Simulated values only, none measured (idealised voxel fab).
Process module heading - voxel local oxidation
Square cell edge 5 nm, section width 235 nm, ID cut.
For the purposes of this document, a cross-section shall be understood as a grid of square cells, specified as bands listed in top-to-bottom order, each band consisting of one or more rows of cells.
Top, bottom (nm), then materials left to right with widths (nm); lone material tagged "all across" fills the whole band edge to edge; "empty" = empty space.
Heights are expressed relative to 0, this being the level below which the as-received wafer comprises one material exclusively. The lowest band is unbounded in the downward direction and is denoted as in "top 0, no bottom".
A width given as "30..40" starts at the first number in the band's top row and ends at the second number in its bottom row, shifting by an equal amount at every step from row to row.
What does "no alterations made" mean for a step? It means no cell of the cross-section changed in that step.
Look at "Unvented voids" for the closed voids: empty spaces with no open path to the top, sized 8 cells or up. Each is width x height at distance, distance from the left edge, all nm.
Note: text after step settings on the step line = simulator remark on that step.
A step line may carry the setting "overlay nm", which, for steps involving a mask, states the distance by which the mask lay to the right of its intended position; negative values denote displacement to the left.

[Process steps (planned)]
1: RECEIVE, material Si
2: OXIDIZE, depth nm 5
3: CONFORMAL_DEP, material SiN, thk nm 15
4: MASKED_ETCH, tone cover, mask id ACTIVE, width nm 110, etch materials SiN, depth nm 15, overlay nm 0
5: SELECTIVE_ETCH, etch materials SiO2, depth nm 5
6: OXIDIZE, depth nm 10
7: STRIP, etch materials SiN

[As-received wafer cross-section (after step 1)]
top 0, no bottom  Si all across
Unvented voids: none

[Same starting wafer, same plan as above, one mistake in the execution; this is the cross-section at the end of the module]
top -5, bottom -15  SiO2 all across
top -15, no bottom  Si all across
Unvented voids: none
It is concluded that the wafer was processed incorrectly with respect to the plan, in that yeah, step 3 of the plan got skipped, never ran
